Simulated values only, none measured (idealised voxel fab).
The following is a process module called voxel transistor to metal.
FYI the section here is cut, 150 nm wide, cells are 5 nm squares.
When this document writes out a cross-section, it uses a grid of square cells and lists it as bands, beginning at the top and moving down, with a band standing for one or more rows of cells.
Quick guide to a band line: top height, bottom height (nm) up front; then every material left to right with its width in nm. Only one material and it's marked "edge to edge"? Then it fills the band edge to edge. And "blank" just means empty space.
Heights are reckoned from 0. Under this level, the received wafer is all of one material. The bottommost band is open-ended downward, for example "0 nm and below".
Quick explanation for "30->40": the width changes in equal steps down the rows of cells, from the first number in the band's top row to the second number in its bottom row.
"same as before" -> step changed no cross-section cell.
Heads up: "Enclosed void catalog" only lists the empty pockets with no open path to the top that are 8 cells or more, and it writes them as width x height at distance, distance from the left edge, in nm.
On each step's line, the part that comes after the settings is the simulator's own comment on the step.
Among the settings permitted on a step's line is "overlay nm"; applied to a step with a mask, it specifies the extent to which the mask lay to the right of its planned position, whereas a negative figure signifies a position to the left.
# The planned process steps are enumerated hereunder
step 1: RECEIVE (material Si)
step 2: CONFORMAL_DEP (material SiO2; thk nm 5)
step 3: CONFORMAL_DEP (material SiN; thk nm 15)
step 4: DIRECTIONAL_DEP (material aC; thk nm 15)
step 5: PATTERN (tone cover; mask id ACTIVE; material resist; width nm 100; thk nm 35; overlay nm 0)
step 6: DIRECTIONAL_ETCH (etch materials aC; depth nm 15)
step 7: STRIP (etch materials resist)
step 8: DIRECTIONAL_ETCH (etch materials SiN; depth nm 15)
step 9: DIRECTIONAL_ETCH (etch materials SiO2; depth nm 5)
step 10: DIRECTIONAL_ETCH (etch materials Si; depth nm 25)
step 11: STRIP (etch materials aC)
step 12: OXIDIZE (depth nm 5)
step 13: FILL_DEP (material SiO2; thk nm 10)
step 14: CMP (height nm 20)
step 15: SELECTIVE_ETCH (etch materials SiO2; depth nm 10)
step 16: STRIP (etch materials SiN)
step 17: SELECTIVE_ETCH (etch materials SiO2; depth nm 5)
step 18: OXIDIZE (depth nm 5)
step 19: DIRECTIONAL_DEP (material polySi; thk nm 20)
step 20: DIRECTIONAL_DEP (material SiCN; thk nm 15)
step 21: PATTERN (tone cover; mask id GATE; material resist; width nm 20; thk nm 15; overlay nm 0)
step 22: DIRECTIONAL_ETCH (etch materials SiCN; depth nm 25)
step 23: DIRECTIONAL_ETCH (etch materials polySi; depth nm 30)
step 24: STRIP (etch materials resist)
step 25: CONFORMAL_DEP (material SiN; thk nm 10)
step 26: DIRECTIONAL_ETCH (etch materials SiN; depth nm 10)
step 27: DIRECTIONAL_ETCH (etch materials SiO2; depth nm 5)
step 28: DIRECTIONAL_ETCH (etch materials Si; depth nm 15)
step 29: EPI (material nSi; thk nm 15)
step 30: FILL_DEP (material SiO2; thk nm 5)
step 31: CMP (height nm 35)
step 32: DIRECTIONAL_DEP (material SiO2; thk nm 15)
step 33: MASKED_ETCH (tone open; mask id CONTACT; width nm 30; pitch nm 60; etch materials SiO2; depth nm 55; overlay nm 0)
step 34: CONFORMAL_DEP (material TiN; thk nm 5)
step 35: FILL_DEP (material W; thk nm 10)
step 36: CMP (height nm 50)
step 37: CONFORMAL_DEP (material SiN; thk nm 5)
step 38: DIRECTIONAL_DEP (material SiO2; thk nm 15)
step 39: MASKED_ETCH (tone open; mask id METAL_1; width nm 15; pitch nm 75; etch materials SiO2; depth nm 15; overlay nm 0)
step 40: MASKED_ETCH (tone open; mask id METAL_1; width nm 15; pitch nm 75; etch materials SiN; depth nm 5; overlay nm 0)
step 41: CONFORMAL_DEP (material TiN; thk nm 5)
step 42: FILL_DEP (material Cu; thk nm 10)
step 43: CMP (height nm 70)
step 44: CONFORMAL_DEP (material SiCN; thk nm 5)
step 45: DIRECTIONAL_DEP (material SiO2; thk nm 35)
step 46: PATTERN (tone open; mask id METAL_2; material resist; width nm 15; pitch nm 75; thk nm 20; overlay nm 0)
step 47: DIRECTIONAL_ETCH (etch materials SiO2; depth nm 20)
step 48: STRIP (etch materials resist)
step 49: DIRECTIONAL_DEP (material aC; thk nm 15)
step 50: PATTERN (tone open; mask id METAL_2_HOLES; material resist; width nm 15; pitch nm 75; thk nm 30; overlay nm 0)
step 51: DIRECTIONAL_ETCH (etch materials aC; depth nm 15)
step 52: STRIP (etch materials resist)
step 53: DIRECTIONAL_ETCH (etch materials SiO2; depth nm 15)
step 54: DIRECTIONAL_ETCH (etch materials SiCN; depth nm 5)
step 55: STRIP (etch materials aC)
step 56: CONFORMAL_DEP (material TiN; thk nm 5)
step 57: FILL_DEP (material Cu; thk nm 5)
step 58: CMP (height nm 110)
step 59: CONFORMAL_DEP (material SiN; thk nm 5)
# Received-state cross-section, reflecting completion of step 1
> 0 nm and below = Si edge to edge
> Enclosed void catalog: none
# Look at the cross-section after the module: the wafer started out the way shown above and the plan was the one shown above, yet one mistake was made along the way
> 115 nm to 110 nm = SiN edge to edge
> 110 nm to 75 nm = SiO2 30 nm, TiN 5 nm, Cu 5 nm, TiN 5 nm, SiO2 60 nm, TiN 5 nm, Cu 5 nm, TiN 5 nm, SiO2 30 nm
> 75 nm to 70 nm = SiCN 30 nm, TiN 15 nm, SiCN 60 nm, TiN 15 nm, SiCN 30 nm
> 70 nm to 55 nm = SiO2 30 nm, TiN 5 nm, Cu 5 nm, TiN 5 nm, SiO2 60 nm, TiN 5 nm, Cu 5 nm, TiN 5 nm, SiO2 30 nm
> 55 nm to 50 nm = SiN 30 nm, TiN 15 nm, SiN 60 nm, TiN 15 nm, SiN 30 nm
> 50 nm to 40 nm = SiO2 30 nm, TiN 5 nm, W 20 nm, TiN 5 nm, SiO2 30 nm, TiN 5 nm, W 20 nm, TiN 5 nm, SiO2 30 nm
> 40 nm to 35 nm = SiO2 30 nm, TiN 5 nm, W 15 nm, TiN 10 nm, SiO2 30 nm, TiN 10 nm, W 15 nm, TiN 5 nm, SiO2 30 nm
> 35 nm to 25 nm = SiO2 30 nm, TiN 5 nm, W 15 nm, TiN 5 nm, SiN 10 nm, SiCN 20 nm, SiN 10 nm, TiN 5 nm, W 15 nm, TiN 5 nm, SiO2 30 nm
> 25 nm to 5 nm = SiO2 30 nm, TiN 5 nm, W 15 nm, TiN 5 nm, SiN 10 nm, polySi 20 nm, SiN 10 nm, TiN 5 nm, W 15 nm, TiN 5 nm, SiO2 30 nm
> 5 nm to 0 nm = SiO2 20 nm, SiN 10 nm, TiN 5 nm, W 15 nm, TiN 5 nm, SiO2 40 nm, TiN 5 nm, W 15 nm, TiN 5 nm, SiN 10 nm, SiO2 20 nm
> 0 nm to -5 nm = SiO2 30 nm, TiN 25 nm, SiO2 40 nm, TiN 25 nm, SiO2 30 nm
> -5 nm to -20 nm = nSi 20 nm, SiO2 110 nm, nSi 20 nm
> -20 nm to -30 nm = Si 20 nm, SiO2 110 nm, Si 20 nm
> -30 nm and below = Si edge to edge
> Enclosed void catalog: none
Processing error: step 5 went in with a setting other than planned; the actual run was PATTERN (tone open; mask id ACTIVE; material resist; width nm 100; thk nm 35; overlay nm 0)
